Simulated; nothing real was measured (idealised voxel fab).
You're looking at the process module voxel trench capacitor.
Cross-section cut spans 255 nm and uses square cells 5 nm in size.
Cross-section, as written here: a square-cell grid given band by band from the top down, where a band holds one or more rows of cells. This entry defines a band. It first specifies the height of the band's top and the height of its bottom in nm, and then specifies the band's materials from left to right, stating each material with its width in nm. The word "edge to edge" identifies a single material that fills the band from edge to edge, while the word "blank" identifies empty space. Zero point of the height axis is 0; under it, received wafer = one material. Lowest band: continues down indefinitely, "0 nm and below". Top row gets the first number, bottom row gets the second, and each row in between changes by the same step: that is how a band width like "30 to 40" works. Any step labelled "no alteration" changed none of the cells in the cross-section. Each empty space that has no open way to the top and spans at least 8 cells appears under "Sealed-off cavities" as width x height at distance, the distance counted from the left edge, all in nm. after a step's settings: what the simulator itself notes on the step. Among the settings permitted on a step's line is "overlay nm"; applied to a step with a mask, it specifies the extent to which the mask lay to the right of its planned position, whereas a negative figure signifies a position to the left.

**Process steps (planned)**
1: RECEIVE (material Si)
2: CONFORMAL_DEP (material SiN; thk nm 5)
3: PATTERN (tone open; mask id TRENCH; material resist; width nm 25; pitch nm 40; thk nm 20; overlay nm 0)
4: DIRECTIONAL_ETCH (etch materials SiN; depth nm 5)
5: DIRECTIONAL_ETCH (etch materials Si; depth nm 30)
6: STRIP (etch materials resist)
7: CONFORMAL_DEP (material HfO2; thk nm 5)
8: CONFORMAL_DEP (material TiN; thk nm 5)
9: FILL_DEP (material W; thk nm 5)
10: CMP (height nm 5)

**Cross-section: wafer on arrival = after step 1**
- 0 nm and below = Si edge to edge
- Sealed-off cavities: none

**The cross-section shown corresponds to the wafer at the conclusion of the module. The initial structure and the process plan are those presented above; however, one mistake occurred in executing the plan**
- 5 nm to 0 nm = SiN 95 nm, HfO2 5 nm, TiN 5 nm, W 5 nm, TiN 5 nm, HfO2 5 nm, SiN 15 nm, HfO2 5 nm, TiN 5 nm, W 5 nm, TiN 5 nm, HfO2 5 nm, SiN 95 nm
- 0 nm to -50 nm = Si 95 nm, HfO2 5 nm, TiN 5 nm, W 5 nm, TiN 5 nm, HfO2 5 nm, Si 15 nm, HfO2 5 nm, TiN 5 nm, W 5 nm, TiN 5 nm, HfO2 5 nm, Si 95 nm
- -50 nm to -55 nm = Si 95 nm, HfO2 5 nm, TiN 15 nm, HfO2 5 nm, Si 15 nm, HfO2 5 nm, TiN 15 nm, HfO2 5 nm, Si 95 nm
- -55 nm to -60 nm = Si 95 nm, HfO2 25 nm, Si 15 nm, HfO2 25 nm, Si 95 nm
- -60 nm and below = Si edge to edge
- Sealed-off cavities: none
Want to know what went wrong? plan step 5 ran twice
